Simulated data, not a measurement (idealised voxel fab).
Documented hereafter: the process module known as voxel air gaps.
cross-section cut | 195 nm wide | cells 5 nm
Heads up, the way a cross-section reads in here is a grid of square cells, handed over as bands from the top down, with every band being one or more rows of cells. Heights first: top, then bottom, in nm. Then materials, left to right, each with a width in nm. "full width" on a single material: fills the band edge to edge. "blank": empty space. Measure heights from 0. That's the level where, below it, the as-received wafer is all one material. The lowest band is bottomless and extends downward; write it as in "0 and below". A two-number width, for instance "30 to 40", indicates that the width is equal to the first number in the top row of the band and to the second number in the bottom row, and that it changes by a constant amount per row of cells. What does "no change occurred" mean for a step? It means no cell of the cross-section changed in that step. "Completely sealed voids" contains a list of empty spaces, each no smaller than 8 cells and without an open way to the top, written in the form width x height at distance with the distance from the left edge and all three in nm. That trailing text on a step's line, after the settings, is the simulator's own remark on the step. What "overlay nm" on a step's line means: if the step has a mask, that mask lay this far to the right of its planned place, or, when the value is negative, to the left.

Planned step list for the process:
1. RECEIVE: material Si
2. CONFORMAL_DEP: material SiO2, thk nm 10
3. CONFORMAL_DEP: material SiN, thk nm 5
4. DIRECTIONAL_DEP: material lowk, thk nm 35
5. DIRECTIONAL_DEP: material aC, thk nm 15
6. PATTERN: tone open, mask id LINES, material resist, width nm 15, pitch nm 45, thk nm 30, overlay nm -15
7. DIRECTIONAL_ETCH: etch materials aC, depth nm 15
8. STRIP: etch materials resist
9. DIRECTIONAL_ETCH: etch materials lowk, depth nm 35
10. STRIP: etch materials aC
11. CONFORMAL_DEP: material TiN, thk nm 5
12. FILL_DEP: material Cu, thk nm 5
13. CMP: height nm 50
14. EPI: material Ru, thk nm 10
15. SELECTIVE_ETCH: etch materials lowk, depth nm 45
16. CONFORMAL_DEP: material SiN, thk nm 5
Among the wafers covered here, the point of difference is the overlay nm at step 6; their starting state is shared, and the plan presents the value of the first wafer.

Cross-sectional view of the first of several wafers in the as-received condition, corresponding to the state following step 1:
  0 and below = Si full width
  Completely sealed voids: none

The rows of the table below are wafers. Looking at the end of the module, a row counts, for every material, the cells the wafer has gained, shown as (+), or lost, shown as (-), since it was received; its closed voids come next:
overlay nm -15, +18 Cu, +42 Ru, +156 SiN, +78 SiO2, +45 TiN, Completely sealed voids: 20 x 25 at 50; 20 x 25 at 95
overlay nm -10, +18 Cu, +42 Ru, +156 SiN, +78 SiO2, +45 TiN, Completely sealed voids: 20 x 25 at 55; 20 x 25 at 100
overlay nm -5, +18 Cu, +42 Ru, +156 SiN, +78 SiO2, +45 TiN, Completely sealed voids: 20 x 25 at 60; 20 x 25 at 105
overlay nm 0, +18 Cu, +42 Ru, +156 SiN, +78 SiO2, +45 TiN, Completely sealed voids: 20 x 25 at 65; 20 x 25 at 110
overlay nm 5, +18 Cu, +42 Ru, +156 SiN, +78 SiO2, +45 TiN, Completely sealed voids: 20 x 25 at 70; 20 x 25 at 115
overlay nm 10, +18 Cu, +42 Ru, +156 SiN, +78 SiO2, +45 TiN, Completely sealed voids: 20 x 25 at 75; 20 x 25 at 120
overlay nm 15, +18 Cu, +42 Ru, +156 SiN, +78 SiO2, +45 TiN, Completely sealed voids: 20 x 25 at 80; 20 x 25 at 125
